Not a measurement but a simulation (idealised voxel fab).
process module | voxel self aligned vias
cross-section cut | 255 nm wide | cells 5 nm
A cross-section is a grid of square cells, given in bands from the top down. A band is one or more rows of cells.
Each band's line starts with the height of the band's top and of its bottom, in nm. Then come its materials from left to right, each with its width in nm. One material with "throughout" fills the band from edge to edge. "air" is empty space.
Height 0 is the level under which the wafer as received is all one material. The lowest band goes on downwards, as in "0 down".
A width such as "30 to 40" changes by the same amount from each row of cells to the next, from the band's top row to its bottom row.
"no change" after a step means that no cell of the cross-section changed.
closed voids: empty space of 8 cells or more with no open way to the top, each as width x height at its distance from the left edge, in nm
after a step's settings: what the simulator itself notes on the step
overlay nm, on a step with a mask: how far to the right of its planned place the mask lay; to the left if negative
plan
1 op RECEIVE | material Si
2 op CONFORMAL_DEP | material SiO2 | thk nm 10
3 op CONFORMAL_DEP | material SiCN | thk nm 5
4 op DIRECTIONAL_DEP | material SiO2 | thk nm 25
5 op MASKED_ETCH | tone open | mask id LINES | width nm 25 | pitch nm 60 | etch materials SiO2 | depth nm 25 | overlay nm 0
6 op CONFORMAL_DEP | material TiN | thk nm 5
7 op FILL_DEP | material W | thk nm 5
8 op CMP | height nm 40
9 op SELECTIVE_ETCH | etch materials W Ru TiN | depth nm 10
10 op FILL_DEP | material SiN | thk nm 10
11 op CMP | height nm 40
12 op DIRECTIONAL_DEP | material SiO2 | thk nm 20
13 op MASKED_ETCH | tone open | mask id VIAS | width nm 45 | pitch nm 120 | etch materials SiO2 | depth nm 20 | overlay nm 0
14 op MASKED_ETCH | tone open | mask id VIAS | width nm 45 | pitch nm 120 | etch materials SiN | depth nm 10 | overlay nm 0
15 op CONFORMAL_DEP | material TiN | thk nm 5
16 op FILL_DEP | material Cu | thk nm 5
17 op CMP | height nm 60
18 op CONFORMAL_DEP | material SiCN | thk nm 5
as received, after step 1
  0 down: Si throughout
  closed voids: none
first wafer at the end, as planned
  65 to 60: SiCN throughout
  60 to 45: SiO2 45 | TiN 5 | Cu 35 | TiN 5 | SiO2 75 | TiN 5 | Cu 35 | TiN 5 | SiO2 45
  45 to 40: SiO2 45 | TiN 15 | Cu 15 | TiN 15 | SiO2 75 | TiN 15 | Cu 15 | TiN 15 | SiO2 45
  40 to 35: SiO2 55 | TiN 5 | Cu 15 | TiN 5 | SiO2 35 | SiN 25 | SiO2 35 | TiN 5 | Cu 15 | TiN 5 | SiO2 55
  35 to 30: SiO2 55 | TiN 25 | SiO2 35 | SiN 25 | SiO2 35 | TiN 25 | SiO2 55
  30 to 20: SiO2 55 | TiN 5 | W 15 | TiN 5 | SiO2 35 | TiN 5 | W 15 | TiN 5 | SiO2 35 | TiN 5 | W 15 | TiN 5 | SiO2 55
  20 to 15: SiO2 55 | TiN 25 | SiO2 35 | TiN 25 | SiO2 35 | TiN 25 | SiO2 55
  15 to 10: SiCN throughout
  10 to 0: SiO2 throughout
  0 down: Si throughout
  closed voids: none
second wafer at the end: like start, like plan, one mistake
  65 to 60: SiCN throughout
  60 to 40: SiO2 45 | TiN 5 | Cu 35 | TiN 5 | SiO2 75 | TiN 5 | Cu 35 | TiN 5 | SiO2 45
  40 to 35: SiN 45 | TiN 15 | Cu 15 | TiN 15 | SiN 75 | TiN 15 | Cu 15 | TiN 15 | SiN 45
  35 to 30: SiO2 55 | TiN 25 | SiO2 35 | SiN 25 | SiO2 35 | TiN 25 | SiO2 55
  30 to 15: SiO2 55 | TiN 5 | W 15 | TiN 5 | SiO2 35 | TiN 5 | W 15 | TiN 5 | SiO2 35 | TiN 5 | W 15 | TiN 5 | SiO2 55
  15 to 10: SiO2 55 | TiN 25 | SiO2 35 | TiN 25 | SiO2 35 | TiN 25 | SiO2 55
  10 to 0: SiO2 throughout
  0 down: Si throughout
  closed voids: none
what went wrong: step 3 was left out
at the end the second wafer has, in cells: 8 more of Cu | 51 fewer of SiCN | 28 more of SiN | 6 more of TiN | 9 more of W
